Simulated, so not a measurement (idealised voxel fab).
The document below concerns the process module designated voxel trench capacitor.
For reference, the cross-section in this document is cut, with width 185 nm and square cells of 5 nm.
How to read a cross-section here: the picture is a grid of square cells, written as bands going from the top down, and any band can span one or more rows of cells.
This entry defines a band. It first specifies the height of the band's top and the height of its bottom in nm, and then specifies the band's materials from left to right, stating each material with its width in nm. The word "all across" identifies a single material that fills the band from edge to edge, while the word "air" identifies empty space.
Counting heights begins at 0, where everything beneath is, in the wafer as received, one material. The lowest band has no bottom; it goes on downwards, as "from 0 down" shows.
The notation "30..40" denotes a width that varies across the rows of cells in the band, beginning at the first number in the top row, finishing at the second number in the bottom row, and changing by an identical amount from each row to the next.
The cross-section has no changed cell in any step marked "no change occurred".
What "Closed void entries" gives you is every empty space of 8 cells or more that is cut off from the top. Each appears as width x height at distance, with the distance taken from the left edge and width, height and distance all in nm.
The remark found on a step's line after its settings is issued by the simulator itself and pertains to that step.
"overlay nm" on a masked step: distance the mask lay right of its planned place, negative for left.
## Process steps foreseen in the plan
1 op RECEIVE | material Si
2 op CONFORMAL_DEP | material SiN | thk nm 5
3 op PATTERN | tone open | mask id TRENCH | material resist | width nm 30 | pitch nm 50 | thk nm 20 | overlay nm 0
4 op DIRECTIONAL_ETCH | etch materials SiN | depth nm 5
5 op DIRECTIONAL_ETCH | etch materials Si | depth nm 25
6 op STRIP | etch materials resist
7 op CONFORMAL_DEP | material Al2O3 | thk nm 5
8 op CONFORMAL_DEP | material TiN | thk nm 5
9 op FILL_DEP | material W | thk nm 10
10 op CMP | height nm 5
For clarity, it should be stated that the wafers under discussion commence in an identical condition and differ with respect to the thk nm of step 8, the plan indicating the value that the first wafer had.
## First wafer of several, as received: cross-section after step 1
	from 0 down  Si all across
	Closed void entries: none
## Depicted here is the first of several wafers in cross-section, at module completion following the last step, step 10
	from 5 to 0  SiN=25; Al2O3=5; TiN=5; W=10; TiN=5; Al2O3=5; SiN=20; Al2O3=5; TiN=5; W=10; TiN=5; Al2O3=5; SiN=20; Al2O3=5; TiN=5; W=10; TiN=5; Al2O3=5; SiN=30
	from 0 to -15  Si=25; Al2O3=5; TiN=5; W=10; TiN=5; Al2O3=5; Si=20; Al2O3=5; TiN=5; W=10; TiN=5; Al2O3=5; Si=20; Al2O3=5; TiN=5; W=10; TiN=5; Al2O3=5; Si=30
	from -15 to -20  Si=25; Al2O3=5; TiN=20; Al2O3=5; Si=20; Al2O3=5; TiN=20; Al2O3=5; Si=20; Al2O3=5; TiN=20; Al2O3=5; Si=30
	from -20 to -25  Si=25; Al2O3=30; Si=20; Al2O3=30; Si=20; Al2O3=30; Si=30
	from -25 down  Si all across
	Closed void entries: none
## Wafer cross-section (last wafer, module end)
	from 5 to 0  SiN=25; Al2O3=5; TiN=20; Al2O3=5; SiN=20; Al2O3=5; TiN=20; Al2O3=5; SiN=20; Al2O3=5; TiN=20; Al2O3=5; SiN=30
	from 0 to -20  Si=25; Al2O3=5; TiN=20; Al2O3=5; Si=20; Al2O3=5; TiN=20; Al2O3=5; Si=20; Al2O3=5; TiN=20; Al2O3=5; Si=30
	from -20 to -25  Si=25; Al2O3=30; Si=20; Al2O3=30; Si=20; Al2O3=30; Si=30
	from -25 down  Si all across
	Closed void entries: none
## Below: a row per wafer. Contents at end of module: for every material, cells gained since receipt (+) or lost since receipt (-); then closed voids
thk nm 5 | +48 Al2O3 | -90 Si | +19 SiN | +36 TiN | +24 W | Closed void entries: none
thk nm 10 | +48 Al2O3 | -90 Si | +19 SiN | +60 TiN | Closed void entries: none
thk nm 15 | +48 Al2O3 | -90 Si | +19 SiN | +60 TiN | Closed void entries: none
thk nm 20 | +48 Al2O3 | -90 Si | +19 SiN | +60 TiN | Closed void entries: none
